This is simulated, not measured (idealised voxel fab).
A process module follows: voxel plated lines.
The figure presents cross-section cut, which has a width of 155 nm and is divided into square cells with an edge length of 5 nm.
Think of the cross-section as a grid of square cells. We describe it in bands, top to bottom, and each band covers one or more rows of those cells.
The entry gives the band's vertical extent as a top height and a bottom height in nm, then its horizontal make-up as materials from left to right, each with a width in nm. "blank" stands for empty space; a single material marked "edge to edge" fills the band edge to edge.
Heads up on the height convention: 0 is the point under which the incoming wafer is all one material, and the lowest band has no bottom, it just keeps going down, like "top 0, no bottom".
A two-number width, for instance "30 to 40", indicates that the width is equal to the first number in the top row of the band and to the second number in the bottom row, and that it changes by a constant amount per row of cells.
Reading "no alteration" for a step: not a cell of the cross-section changed in it.
"Fully sealed cavities" specifies each empty space that is not open to the top and that occupies no fewer than 8 cells, using the form width x height at distance, the distance measured from the left edge and all three quantities in nm.
Step line, after settings: the simulator's comment on this step.
The optional step-line setting "overlay nm" applies to steps with a mask and quantifies how far to the right of its planned location the mask lay, a negative value indicating leftward placement.
The following list gives the planned process steps
step 1: RECEIVE | material Si
step 2: CONFORMAL_DEP | material SiN | thk nm 15
step 3: DIRECTIONAL_DEP | material TiN | thk nm 5
step 4: PATTERN | tone open | mask id LINES | material resist | width nm 25 | pitch nm 40 | thk nm 25 | overlay nm 0
step 5: EPI | material Ru | thk nm 10
step 6: EPI | material Ru | thk nm 5
step 7: STRIP | etch materials resist
step 8: DIRECTIONAL_ETCH | etch materials TiN | depth nm 5
step 9: CONFORMAL_DEP | material SiO2 | thk nm 10
Wafer as received: cross-section following step 1
  top 0, no bottom  Si edge to edge
  Fully sealed cavities: none
Cross-sectional view of the first of the two wafers upon completion of the module, processed in accordance with the plan
  top 45, bottom 35  blank: 35, then SiO2: 85, then blank: 35
  top 35, bottom 25  blank: 35, then SiO2: 10, then Ru: 25, then SiO2: 15, then Ru: 25, then SiO2: 10, then blank: 35
  top 25, bottom 20  SiO2: 45, then Ru: 25, then SiO2: 15, then Ru: 25, then SiO2: 45
  top 20, bottom 15  SiO2: 45, then TiN: 25, then SiO2: 15, then TiN: 25, then SiO2: 45
  top 15, bottom 0  SiN edge to edge
  top 0, no bottom  Si edge to edge
  Fully sealed cavities: none
This cross-section belongs to the second wafer of two at the end of the module; the start and the plan were shared with the first, and the run included one mistake
  top 45, bottom 35  blank: 40, then SiO2: 80, then blank: 35
  top 35, bottom 25  blank: 40, then SiO2: 10, then Ru: 20, then SiO2: 20, then Ru: 20, then SiO2: 10, then blank: 35
  top 25, bottom 20  SiO2: 50, then Ru: 20, then SiO2: 20, then Ru: 20, then SiO2: 45
  top 20, bottom 15  SiO2: 50, then TiN: 20, then SiO2: 20, then TiN: 20, then SiO2: 45
  top 15, bottom 0  SiN edge to edge
  top 0, no bottom  Si edge to edge
  Fully sealed cavities: none
What went wrong in running the wafer? rather than as planned, step 4 actually ran as PATTERN | tone open | mask id LINES | material resist | width nm 20 | pitch nm 40 | thk nm 25 | overlay nm 0
Bottom line after processing is that, in cells, the second wafer is up or down on some materials versus the first: -6 Ru, +4 SiO2, -2 TiN
